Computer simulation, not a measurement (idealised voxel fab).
process module | voxel self aligned contacts
cross-section cut | 280 nm wide | cells 5 nm
A cross-section is a grid of square cells, given in bands from the top down. A band is one or more rows of cells.
Each band's line starts with the height of the band's top and of its bottom, in nm. Then come its materials from left to right, each with its width in nm. One material with "throughout" fills the band from edge to edge. "air" is empty space.
Height 0 is the level under which the wafer as received is all one material. The lowest band goes on downwards, as in "0 down".
A width such as "30 to 40" changes by the same amount from each row of cells to the next, from the band's top row to its bottom row.
"no change" after a step means that no cell of the cross-section changed.
closed voids: empty space of 8 cells or more with no open way to the top, each as width x height at its distance from the left edge, in nm
after a step's settings: what the simulator itself notes on the step
overlay nm, on a step with a mask: how far to the right of its planned place the mask lay; to the left if negative
plan
1 op RECEIVE | material Si
2 op CONFORMAL_DEP | material SiO2 | thk nm 5
3 op DIRECTIONAL_DEP | material polySi | thk nm 20
4 op DIRECTIONAL_DEP | material SiN | thk nm 20
5 op MASKED_ETCH | tone cover | mask id GATE | width nm 30 | pitch nm 65 | etch materials SiN | depth nm 20 | overlay nm 0
6 op MASKED_ETCH | tone cover | mask id GATE | width nm 30 | pitch nm 65 | etch materials polySi | depth nm 20 | overlay nm 0
7 op CONFORMAL_DEP | material SiN | thk nm 10
8 op DIRECTIONAL_ETCH | etch materials SiN | depth nm 10
9 op FILL_DEP | material SiO2 | thk nm 15
10 op CMP | height nm 50
11 op PATTERN | tone open | mask id CONTACT | material resist | width nm 45 | pitch nm 65 | thk nm 15 | overlay nm 0
12 op DIRECTIONAL_ETCH | etch materials SiO2 | depth nm 50
13 op STRIP | etch materials resist
14 op CONFORMAL_DEP | material TiN | thk nm 5
15 op FILL_DEP | material Ru | thk nm 10
16 op CMP | height nm 50
17 op CONFORMAL_DEP | material SiN | thk nm 5
as received, after step 1
  0 down: Si throughout
  closed voids: none
a wafer at the end: this start, this plan, one mistake
  55 to 50: SiN throughout
  50 to 45: SiO2 85 | TiN 45 | SiO2 20 | TiN 45 | SiO2 85
  45 to 25: SiN 70 | SiO2 10 | SiN 55 | SiO2 10 | SiN 55 | SiO2 10 | SiN 70
  25 to 5: polySi throughout
  5 to 0: SiO2 throughout
  0 down: Si throughout
  closed voids: none
what went wrong: step 5 ran as: op MASKED_ETCH | tone open | mask id GATE | width nm 30 | pitch nm 65 | etch materials SiN | depth nm 20 | overlay nm 0
